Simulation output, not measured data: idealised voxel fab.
Documented hereafter: the process module known as voxel gate over fins.
Section shown: cut. Width: 280 nm. Cell size: 5 nm, square.
Square cells in a grid make up a cross-section in this document, and the grid is given as bands, listed from the top down, each one or more rows of cells. Each band's line starts with the height of the band's top and of its bottom, in nm. Then come its materials from left to right, each with its width in nm. One material with "throughout" fills the band from edge to edge. "blank" is empty space. Height 0 is the level under which the wafer as received is all one material. The lowest band goes on downwards, as in "0 down". Per-row width for "30..40": begins at first number (top row of band), ends at second number (bottom row), increment between rows held constant. The designation "remained the same", where it is given for a processing step, indicates that no cell of the cross-section was altered in the course of that step. "Listed closed voids": empty spaces of 8 cells or more with no open way to the top, each given as width x height at distance, distance from the left edge, all in nm. Step line, after settings: the simulator's comment on this step. Each step line may optionally specify "overlay nm", which for a step with a mask gives the rightward distance between the mask's planned place and where it lay, a negative value indicating the leftward direction.
[The following list gives the planned process steps]
- 1: RECEIVE (material Si)
- 2: CONFORMAL_DEP (material SiN; thk nm 10)
- 3: MASKED_ETCH (tone cover; mask id FINS; width nm 15; pitch nm 45; etch materials SiN; depth nm 10; overlay nm 0)
- 4: MASKED_ETCH (tone cover; mask id FINS; width nm 15; pitch nm 45; etch materials Si; depth nm 30; overlay nm 0)
- 5: OXIDIZE (depth nm 5)
- 6: FILL_DEP (material SiO2; thk nm 5)
- 7: CMP (height nm 10)
- 8: SELECTIVE_ETCH (etch materials SiO2; depth nm 20)
- 9: STRIP (etch materials SiN)
- 10: CONFORMAL_DEP (material HfO2; thk nm 5)
- 11: CONFORMAL_DEP (material TiN; thk nm 5)
- 12: CONFORMAL_DEP (material TiAl; thk nm 5)
- 13: CONFORMAL_DEP (material TiN; thk nm 5)
- 14: FILL_DEP (material W; thk nm 15)
- 15: CMP (height nm 30)
- 16: CONFORMAL_DEP (material SiN; thk nm 10)
[As-received wafer cross-section (after step 1)]
- 0 down = Si throughout
- Listed closed voids: none
[The first of the two wafers as seen in cross-section once the module was finished; processing followed the plan]
- 40 to 30 = SiN throughout
- 30 to 20 = W throughout
- 20 to 15 = 95 nm W / 90 nm TiN / 95 nm W
- 15 to 10 = 95 nm W / 5 nm TiN / 35 nm TiAl / 10 nm TiN / 35 nm TiAl / 5 nm TiN / 95 nm W
- 10 to 5 = 100 nm TiN / 5 nm TiAl / 25 nm TiN / 5 nm TiAl / 10 nm TiN / 5 nm TiAl / 25 nm TiN / 5 nm TiAl / 100 nm TiN
- 5 to 0 = 105 nm TiAl / 5 nm TiN / 15 nm HfO2 / 5 nm TiN / 20 nm TiAl / 5 nm TiN / 15 nm HfO2 / 5 nm TiN / 105 nm TiAl
- 0 to -5 = 110 nm TiN / 5 nm HfO2 / 5 nm Si / 5 nm HfO2 / 30 nm TiN / 5 nm HfO2 / 5 nm Si / 5 nm HfO2 / 110 nm TiN
- -5 to -10 = 115 nm HfO2 / 5 nm Si / 40 nm HfO2 / 5 nm Si / 115 nm HfO2
- -10 to -35 = 115 nm SiO2 / 5 nm Si / 40 nm SiO2 / 5 nm Si / 115 nm SiO2
- -35 down = Si throughout
- Listed closed voids: none
[Cross-sectional view of the second of two wafers upon completion of the module. This wafer shared its starting condition and process plan with the first; one error was made during its execution]
- 40 to 30 = SiN throughout
- 30 to 15 = W throughout
- 15 to 5 = 100 nm W / 35 nm TiN / 10 nm W / 35 nm TiN / 100 nm W
- 5 to 0 = 110 nm TiN / 15 nm HfO2 / 30 nm TiN / 15 nm HfO2 / 110 nm TiN
- 0 to -5 = 110 nm TiN / 5 nm HfO2 / 5 nm Si / 5 nm HfO2 / 30 nm TiN / 5 nm HfO2 / 5 nm Si / 5 nm HfO2 / 110 nm TiN
- -5 to -10 = 115 nm HfO2 / 5 nm Si / 40 nm HfO2 / 5 nm Si / 115 nm HfO2
- -10 to -35 = 115 nm SiO2 / 5 nm Si / 40 nm SiO2 / 5 nm Si / 115 nm SiO2
- -35 down = Si throughout
- Listed closed voids: none
What went wrong in running the wafer? step 12 was dropped from the plan's execution and never run
The second wafer ends with more or fewer cells of some materials than the first, per final count: -64 TiAl; +64 W
